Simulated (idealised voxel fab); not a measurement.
Presented below is a process module, voxel local oxidation.
Pictured: cross-section cut, 210 nm wide, on a grid of 5 nm square cells.
For the purposes of this document, a cross-section shall be understood as a grid of square cells, specified as bands listed in top-to-bottom order, each band consisting of one or more rows of cells.
Heights first: top, then bottom, in nm. Then materials, left to right, each with a width in nm. "full width" on a single material: fills the band edge to edge. "air": empty space.
A quick word on heights: they are counted from 0, and under that level the wafer as it came to us is one material throughout. The lowest band is different from the rest in having no bottom; it simply continues downward, written as in "z 0 and below".
Per-row width for "30 to 40": begins at first number (top row of band), ends at second number (bottom row), increment between rows held constant.
When a step is marked "nothing altered", none of the cells in the cross-section changed during that step.
"Closed cavity list": sealed empty spaces, 8 cells or more, no open way to top, listed width x height at distance, with distance from the left edge and width, height and distance in nm.
Read whatever lies past the settings on a step's line as the simulator's own remark about the step.
On any step carrying a mask, the "overlay nm" setting, if present on the step's line, tells how far right of its planned place the mask lay; negative values point to the left.
Quick note on how to read the rest: it's all pairs. You get the cross-section before a process step and the one after, but the after one only goes down as far as the lowest band that changed. The step in between, with its settings, sits under the pair. Heads up, the pairs can come from different runs of this module on the same starting wafer, so don't assume a pair picks up from the one above unless its "Pre-process cross-section" entry says it does.
# Pre-process cross-section
> z 0 and below  Si full width
> Closed cavity list: none
# Post-Process View
> z 0 to -5  SiO2 full width
> All layers under -5 are left as they were.
> Closed cavity list: none
Process step (between the before and after cross-sections above): OXIDIZE,depth nm 5
Pre-process cross-section: The pre-step condition corresponds to the post-step cross-section depicted in the pair directly above.
# Post-Process View
> z 15 to 0  SiN full width
> All layers under 0 are left as they were.
> Closed cavity list: none
Process step (between the before and after cross-sections above): CONFORMAL_DEP,material SiN,thk nm 15
Pre-process cross-section: The pre-step condition corresponds to the post-step cross-section depicted in the pair directly above.
# Post-Process View
> z 15 to 0  air=55; SiN=95; air=60
> All layers under 0 are left as they were.
> Closed cavity list: none
Process step (between the before and after cross-sections above): MASKED_ETCH,tone cover,mask id ACTIVE,width nm 95,etch materials SiN,depth nm 15,overlay nm 0
Pre-process cross-section: The pre-step condition corresponds to the post-step cross-section depicted in the pair directly above.
# Post-Process View
> z 15 to 0  air=55; SiN=95; air=60
> z 0 to -5  air=60; SiO2=85; air=65
> All layers under -5 are left as they were.
> Closed cavity list: none
Process step (between the before and after cross-sections above): SELECTIVE_ETCH,etch materials SiO2,depth nm 5
Pre-process cross-section: The pre-step condition corresponds to the post-step cross-section depicted in the pair directly above.
# Post-Process View
> z 15 to 0  air=55; SiN=95; air=60
> z 0 to -5  air=60; SiO2=85; air=65
> z -5 to -20  SiO2=75; Si=55; SiO2=80
> All layers under -20 are left as they were.
> Closed cavity list: none
Process step (between the before and after cross-sections above): OXIDIZE,depth nm 15
Pre-process cross-section: The pre-step condition corresponds to the post-step cross-section depicted in the pair directly above.
# Post-Process View
> z 0 to -5  air=60; SiO2=85; air=65
> All layers under -5 are left as they were.
> Closed cavity list: none
Process step (between the before and after cross-sections above): STRIP,etch materials SiN
# Pre-process cross-section
> z 0 to -5  SiO2 full width
> z -5 and below  Si full width
> Closed cavity list: none
# Post-Process View
> z -5 and below  Si full width
> Closed cavity list: none
Process step (between the before and after cross-sections above): SELECTIVE_ETCH,etch materials SiO2,depth nm 5
Pre-process cross-section: The pre-step condition corresponds to the post-step cross-section depicted in the pair directly above.
# Post-Process View
> z -5 to -20  SiO2 full width
> All layers under -20 are left as they were.
> Closed cavity list: none
Process step (between the before and after cross-sections above): OXIDIZE,depth nm 15
# Pre-process cross-section
> z 15 to 0  air=55; SiN=95; air=60
> z 0 to -5  air=60; SiO2=85; air=65
> z -5 and below  Si full width
> Closed cavity list: none
# Post-Process View
> z 0 to -5  air=60; SiO2=85; air=65
> All layers under -5 are left as they were.
> Closed cavity list: none
Process step (between the before and after cross-sections above): STRIP,etch materials SiN
Pre-process cross-section: The pre-step condition corresponds to the post-step cross-section depicted in the pair directly above.
# Post-Process View
> z 0 to -5  air=60; SiO2=85; air=65
> z -5 to -20  SiO2=75; Si=55; SiO2=80
> All layers under -20 are left as they were.
> Closed cavity list: none
Process step (between the before and after cross-sections above): OXIDIZE,depth nm 15
# Pre-process cross-section
> z 0 and below  Si full width
> Closed cavity list: none
# Post-Process View
> z 0 to -15  SiO2 full width
> All layers under -15 are left as they were.
> Closed cavity list: none
Process step (between the before and after cross-sections above): OXIDIZE,depth nm 15
Pre-process cross-section: The pre-step condition corresponds to the post-step cross-section depicted in the pair directly above.
# Post-Process View
> z 15 to 0  SiN full width
> All layers under 0 are left as they were.
> Closed cavity list: none
Process step (between the before and after cross-sections above): CONFORMAL_DEP,material SiN,thk nm 15
Pre-process cross-section: The pre-step condition corresponds to the post-step cross-section depicted in the pair directly above.
# Post-Process View
> z 15 to 0  air=55; SiN=95; air=60
> All layers under 0 are left as they were.
> Closed cavity list: none
Process step (between the before and after cross-sections above): MASKED_ETCH,tone cover,mask id ACTIVE,width nm 95,etch materials SiN,depth nm 15,overlay nm 0
Pre-process cross-section: The pre-step condition corresponds to the post-step cross-section depicted in the pair directly above.
# Post-Process View
> z 15 to 0  air=55; SiN=95; air=60
> z 0 to -5  air=60; SiO2=85; air=65
> All layers under -5 are left as they were.
> Closed cavity list: none
Process step (between the before and after cross-sections above): SELECTIVE_ETCH,etch materials SiO2,depth nm 5
Pre-process cross-section: The pre-step condition corresponds to the post-step cross-section depicted in the pair directly above.
# Post-Process View
> z 0 to -5  air=60; SiO2=85; air=65
> All layers under -5 are left as they were.
> Closed cavity list: none
Process step (between the before and after cross-sections above): STRIP,etch materials SiN
# Pre-process cross-section
> z 15 to 0  SiN full width
> z 0 to -5  SiO2 full width
> z -5 and below  Si full width
> Closed cavity list: none
# Post-Process View
> z 15 to 0  air=50; SiN=105; air=55
> All layers under 0 are left as they were.
> Closed cavity list: none
Process step (between the before and after cross-sections above): MASKED_ETCH,tone cover,mask id ACTIVE,width nm 105,etch materials SiN,depth nm 15,overlay nm 0
Pre-process cross-section: The pre-step condition corresponds to the post-step cross-section depicted in the pair directly above.
# Post-Process View
> z 15 to 0  air=50; SiN=105; air=55
> z 0 to -5  air=55; SiO2=95; air=60
> All layers under -5 are left as they were.
> Closed cavity list: none
Process step (between the before and after cross-sections above): SELECTIVE_ETCH,etch materials SiO2,depth nm 5
Pre-process cross-section: The pre-step condition corresponds to the post-step cross-section depicted in the pair directly above.
# Post-Process View
> z 15 to 0  air=50; SiN=105; air=55
> z 0 to -5  air=55; SiO2=95; air=60
> z -5 to -20  SiO2=70; Si=65; SiO2=75
> All layers under -20 are left as they were.
> Closed cavity list: none
Process step (between the before and after cross-sections above): OXIDIZE,depth nm 15
Pre-process cross-section: The pre-step condition corresponds to the post-step cross-section depicted in the pair directly above.
# Post-Process View
> z 0 to -5  air=55; SiO2=95; air=60
> All layers under -5 are left as they were.
> Closed cavity list: none
Process step (between the before and after cross-sections above): STRIP,etch materials SiN
# Pre-process cross-section
> z 15 to 0  SiN full width
> z 0 to -5  SiO2 full width
> z -5 and below  Si full width
> Closed cavity list: none
# Post-Process View
> z 15 to 0  air=60; SiN=95; air=55
> All layers under 0 are left as they were.
> Closed cavity list: none
Process step (between the before and after cross-sections above): MASKED_ETCH,tone cover,mask id ACTIVE,width nm 95,etch materials SiN,depth nm 15,overlay nm 5
Pre-process cross-section: The pre-step condition corresponds to the post-step cross-section depicted in the pair directly above.
# Post-Process View
> z 15 to 0  air=60; SiN=95; air=55
> z 0 to -5  air=65; SiO2=85; air=60
> All layers under -5 are left as they were.
> Closed cavity list: none
Process step (between the before and after cross-sections above): SELECTIVE_ETCH,etch materials SiO2,depth nm 5
Pre-process cross-section: The pre-step condition corresponds to the post-step cross-section depicted in the pair directly above.
# Post-Process View
> z 15 to 0  air=60; SiN=95; air=55
> z 0 to -5  air=65; SiO2=85; air=60
> z -5 to -20  SiO2=80; Si=55; SiO2=75
> All layers under -20 are left as they were.
> Closed cavity list: none
Process step (between the before and after cross-sections above): OXIDIZE,depth nm 15
Pre-process cross-section: The pre-step condition corresponds to the post-step cross-section depicted in the pair directly above.
# Post-Process View
> z 0 to -5  air=65; SiO2=85; air=60
> All layers under -5 are left as they were.
> Closed cavity list: none
Process step (between the before and after cross-sections above): STRIP,etch materials SiN
# Pre-process cross-section
> z 0 to -5  SiO2 full width
> z -5 and below  Si full width
> Closed cavity list: none
# Post-Process View
> z 15 to -5  SiO2 full width
> All layers under -5 are left as they were.
> Closed cavity list: none
Process step (between the before and after cross-sections above): CONFORMAL_DEP,material SiO2,thk nm 15
Pre-process cross-section: The pre-step condition corresponds to the post-step cross-section depicted in the pair directly above.
# Post-Process View
> z 10 to -5  SiO2 full width
> All layers under -5 are left as they were.
> Closed cavity list: none
Process step (between the before and after cross-sections above): SELECTIVE_ETCH,etch materials SiO2,depth nm 5
# Pre-process cross-section
> z 15 to 0  SiN full width
> z 0 to -5  SiO2 full width
> z -5 and below  Si full width
> Closed cavity list: none
# Post-Process View
> z 15 to 0  SiN=55; air=95; SiN=60
> All layers under 0 are left as they were.
> Closed cavity list: none
Process step (between the before and after cross-sections above): MASKED_ETCH,tone open,mask id ACTIVE,width nm 95,etch materials SiN,depth nm 15,overlay nm 0
Pre-process cross-section: The pre-step condition corresponds to the post-step cross-section depicted in the pair directly above.
# Post-Process View
> z 15 to 0  SiN=55; air=95; SiN=60
> z 0 to -5  SiO2=50; air=105; SiO2=55
> All layers under -5 are left as they were.
> Closed cavity list: none
Process step (between the before and after cross-sections above): SELECTIVE_ETCH,etch materials SiO2,depth nm 5
Pre-process cross-section: The pre-step condition corresponds to the post-step cross-section depicted in the pair directly above.
# Post-Process View
> z 15 to 0  SiN=55; air=95; SiN=60
> z 0 to -5  SiO2=50; air=105; SiO2=55
> z -5 to -20  Si=35; SiO2=135; Si=40
> All layers under -20 are left as they were.
> Closed cavity list: none
Process step (between the before and after cross-sections above): OXIDIZE,depth nm 15
Pre-process cross-section: The pre-step condition corresponds to the post-step cross-section depicted in the pair directly above.
# Post-Process View
> z 0 to -5  SiO2=50; air=105; SiO2=55
> All layers under -5 are left as they were.
> Closed cavity list: none
Process step (between the before and after cross-sections above): STRIP,etch materials SiN
